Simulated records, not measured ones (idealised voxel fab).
The following process module bears the name voxel trench capacitor.
Cross-section cut: width 265 nm, square cells of 5 nm.
Cross-section = grid of square cells, listed top down in bands; band = one or more rows. Heads up on the band format: heights come first, top then bottom, in nm. After that it's the materials left to right, each with its width in nm. A single material flagged "everywhere" fills the whole band edge to edge, and "air" means there's empty space there. Heights are expressed relative to 0, this being the level below which the as-received wafer comprises one material exclusively. The lowest band is unbounded in the downward direction and is denoted as in "z 0 and below". A two-number width, for instance "30..40", indicates that the width is equal to the first number in the top row of the band and to the second number in the bottom row, and that it changes by a constant amount per row of cells. A step reported as "no change" is a step in which no cell of the cross-section changed. So "Closed void register" is basically the list of trapped voids: any empty space of 8 cells or more that can't reach the top through an opening. They're written width x height at distance, the distance being from the left edge, and it's all nm. Whatever follows a step's settings on its line is a remark the simulator itself makes about that step. If you see "overlay nm" on a step's line and that step has a mask, it's telling you how far right of where it was planned the mask ended up; a negative number means it went left instead.

-- Here's what the planned process steps look like
1 RECEIVE (material Si)
2 CONFORMAL_DEP (material SiN; thk nm 10)
3 DIRECTIONAL_DEP (material aC; thk nm 15)
4 PATTERN (tone open; mask id TRENCH; material resist; width nm 20; pitch nm 45; thk nm 35; overlay nm 0)
5 DIRECTIONAL_ETCH (etch materials aC; depth nm 15)
6 STRIP (etch materials resist)
7 DIRECTIONAL_ETCH (etch materials SiN; depth nm 10)
8 DIRECTIONAL_ETCH (etch materials Si; depth nm 40)
9 STRIP (etch materials aC)
10 CONFORMAL_DEP (material Al2O3; thk nm 5)
11 FILL_DEP (material polySi; thk nm 5)
12 CMP (height nm 10)

-- First wafer out of two, processed as planned

-- Cross-section: wafer on arrival = after step 1
- z 0 and below: Si everywhere
- Closed void register: none

-- Once step 2 is through, the wafer looks like this in cross-section
- z 10 to 0: SiN everywhere
- Anything lower than 0 is untouched.

-- Once step 3 is through, the wafer looks like this in cross-section
- z 25 to 10: aC everywhere
- Anything lower than 10 is untouched.

-- Once step 4 is through, the wafer looks like this in cross-section
- z 60 to 25: 75 nm resist, then 20 nm air, then 25 nm resist, then 20 nm air, then 25 nm resist, then 20 nm air, then 80 nm resist
- Anything lower than 25 is untouched.

-- Once step 5 is through, the wafer looks like this in cross-section
- z 45 to 25: 75 nm resist, then 20 nm air, then 25 nm resist, then 20 nm air, then 25 nm resist, then 20 nm air, then 80 nm resist
- z 25 to 10: 75 nm aC, then 20 nm air, then 25 nm aC, then 20 nm air, then 25 nm aC, then 20 nm air, then 80 nm aC
- Anything lower than 10 is untouched.

-- Once step 6 is through, the wafer looks like this in cross-section
- z 25 to 10: 75 nm aC, then 20 nm air, then 25 nm aC, then 20 nm air, then 25 nm aC, then 20 nm air, then 80 nm aC
- Anything lower than 10 is untouched.

-- Once step 7 is through, the wafer looks like this in cross-section
- z 25 to 10: 75 nm aC, then 20 nm air, then 25 nm aC, then 20 nm air, then 25 nm aC, then 20 nm air, then 80 nm aC
- z 10 to 0: 75 nm SiN, then 20 nm air, then 25 nm SiN, then 20 nm air, then 25 nm SiN, then 20 nm air, then 80 nm SiN
- Anything lower than 0 is untouched.

-- Once step 8 is through, the wafer looks like this in cross-section
- z 25 to 10: 75 nm aC, then 20 nm air, then 25 nm aC, then 20 nm air, then 25 nm aC, then 20 nm air, then 80 nm aC
- z 10 to 0: 75 nm SiN, then 20 nm air, then 25 nm SiN, then 20 nm air, then 25 nm SiN, then 20 nm air, then 80 nm SiN
- z 0 to -40: 75 nm Si, then 20 nm air, then 25 nm Si, then 20 nm air, then 25 nm Si, then 20 nm air, then 80 nm Si
- Anything lower than -40 is untouched.

-- Once step 9 is through, the wafer looks like this in cross-section
- z 10 to 0: 75 nm SiN, then 20 nm air, then 25 nm SiN, then 20 nm air, then 25 nm SiN, then 20 nm air, then 80 nm SiN
- Anything lower than 0 is untouched.

-- Once step 10 is through, the wafer looks like this in cross-section
- z 15 to 10: 80 nm Al2O3, then 10 nm air, then 35 nm Al2O3, then 10 nm air, then 35 nm Al2O3, then 10 nm air, then 85 nm Al2O3
- z 10 to 0: 75 nm SiN, then 5 nm Al2O3, then 10 nm air, then 5 nm Al2O3, then 25 nm SiN, then 5 nm Al2O3, then 10 nm air, then 5 nm Al2O3, then 25 nm SiN, then 5 nm Al2O3, then 10 nm air, then 5 nm Al2O3, then 80 nm SiN
- z 0 to -35: 75 nm Si, then 5 nm Al2O3, then 10 nm air, then 5 nm Al2O3, then 25 nm Si, then 5 nm Al2O3, then 10 nm air, then 5 nm Al2O3, then 25 nm Si, then 5 nm Al2O3, then 10 nm air, then 5 nm Al2O3, then 80 nm Si
- z -35 to -40: 75 nm Si, then 20 nm Al2O3, then 25 nm Si, then 20 nm Al2O3, then 25 nm Si, then 20 nm Al2O3, then 80 nm Si
- Anything lower than -40 is untouched.

-- Once step 11 is through, the wafer looks like this in cross-section
- z 20 to 15: polySi everywhere
- z 15 to 10: 80 nm Al2O3, then 10 nm polySi, then 35 nm Al2O3, then 10 nm polySi, then 35 nm Al2O3, then 10 nm polySi, then 85 nm Al2O3
- z 10 to 0: 75 nm SiN, then 5 nm Al2O3, then 10 nm polySi, then 5 nm Al2O3, then 25 nm SiN, then 5 nm Al2O3, then 10 nm polySi, then 5 nm Al2O3, then 25 nm SiN, then 5 nm Al2O3, then 10 nm polySi, then 5 nm Al2O3, then 80 nm SiN
- z 0 to -35: 75 nm Si, then 5 nm Al2O3, then 10 nm polySi, then 5 nm Al2O3, then 25 nm Si, then 5 nm Al2O3, then 10 nm polySi, then 5 nm Al2O3, then 25 nm Si, then 5 nm Al2O3, then 10 nm polySi, then 5 nm Al2O3, then 80 nm Si
- Anything lower than -35 is untouched.

-- Once step 12 is through, the wafer looks like this in cross-section
- z 10 to 0: 75 nm SiN, then 5 nm Al2O3, then 10 nm polySi, then 5 nm Al2O3, then 25 nm SiN, then 5 nm Al2O3, then 10 nm polySi, then 5 nm Al2O3, then 25 nm SiN, then 5 nm Al2O3, then 10 nm polySi, then 5 nm Al2O3, then 80 nm SiN
- Anything lower than 0 is untouched.

-- Okay, second wafer. Nothing different at the start, nothing different in the plan, just one mistake somewhere in the running. As far as step 6, counting that step, it's the first wafer all over again

-- Planned end of step 7: second wafer, cross-section
- z 25 to 10: 75 nm aC, then 20 nm air, then 25 nm aC, then 20 nm air, then 25 nm aC, then 20 nm air, then 80 nm aC
- z 10 to 0: 75 nm SiN, then 20 nm air, then 25 nm SiN, then 20 nm air, then 25 nm SiN, then 20 nm air, then 80 nm SiN
- Anything lower than 0 is untouched.

-- Planned end of step 8: second wafer, cross-section
- z 25 to 10: 75 nm aC, then 20 nm air, then 25 nm aC, then 20 nm air, then 25 nm aC, then 20 nm air, then 80 nm aC
- z 10 to 0: 75 nm SiN, then 20 nm air, then 25 nm SiN, then 20 nm air, then 25 nm SiN, then 20 nm air, then 80 nm SiN
- z 0 to -40: 75 nm Si, then 20 nm air, then 25 nm Si, then 20 nm air, then 25 nm Si, then 20 nm air, then 80 nm Si
- Anything lower than -40 is untouched.

-- Planned end of step 9: second wafer, cross-section
- z 10 to 0: 75 nm SiN, then 20 nm air, then 25 nm SiN, then 20 nm air, then 25 nm SiN, then 20 nm air, then 80 nm SiN
- Anything lower than 0 is untouched.

-- Planned end of step 10: second wafer, cross-section
- z 15 to 10: 80 nm Al2O3, then 10 nm air, then 35 nm Al2O3, then 10 nm air, then 35 nm Al2O3, then 10 nm air, then 85 nm Al2O3
- z 10 to 0: 75 nm SiN, then 5 nm Al2O3, then 10 nm air, then 5 nm Al2O3, then 25 nm SiN, then 5 nm Al2O3, then 10 nm air, then 5 nm Al2O3, then 25 nm SiN, then 5 nm Al2O3, then 10 nm air, then 5 nm Al2O3, then 80 nm SiN
- z 0 to -35: 75 nm Si, then 5 nm Al2O3, then 10 nm air, then 5 nm Al2O3, then 25 nm Si, then 5 nm Al2O3, then 10 nm air, then 5 nm Al2O3, then 25 nm Si, then 5 nm Al2O3, then 10 nm air, then 5 nm Al2O3, then 80 nm Si
- z -35 to -40: 75 nm Si, then 20 nm Al2O3, then 25 nm Si, then 20 nm Al2O3, then 25 nm Si, then 20 nm Al2O3, then 80 nm Si
- Anything lower than -40 is untouched.

-- Planned end of step 11: second wafer, cross-section
- z 20 to 15: polySi everywhere
- z 15 to 10: 80 nm Al2O3, then 10 nm polySi, then 35 nm Al2O3, then 10 nm polySi, then 35 nm Al2O3, then 10 nm polySi, then 85 nm Al2O3
- z 10 to 0: 75 nm SiN, then 5 nm Al2O3, then 10 nm polySi, then 5 nm Al2O3, then 25 nm SiN, then 5 nm Al2O3, then 10 nm polySi, then 5 nm Al2O3, then 25 nm SiN, then 5 nm Al2O3, then 10 nm polySi, then 5 nm Al2O3, then 80 nm SiN
- z 0 to -35: 75 nm Si, then 5 nm Al2O3, then 10 nm polySi, then 5 nm Al2O3, then 25 nm Si, then 5 nm Al2O3, then 10 nm polySi, then 5 nm Al2O3, then 25 nm Si, then 5 nm Al2O3, then 10 nm polySi, then 5 nm Al2O3, then 80 nm Si
- Anything lower than -35 is untouched.

-- Planned end of step 12: second wafer, cross-section
- z 10 to 0: 75 nm SiN, then 5 nm Al2O3, then 10 nm polySi, then 5 nm Al2O3, then 25 nm SiN, then 5 nm Al2O3, then 10 nm polySi, then 5 nm Al2O3, then 25 nm SiN, then 5 nm Al2O3, then 10 nm polySi, then 5 nm Al2O3, then 80 nm SiN
- Anything lower than 0 is untouched.
Finding, execution versus plan: regarding the plan, step 7 was run twice
Same final cross-section on the two wafers, so the model's numbers don't move because of the mistake.
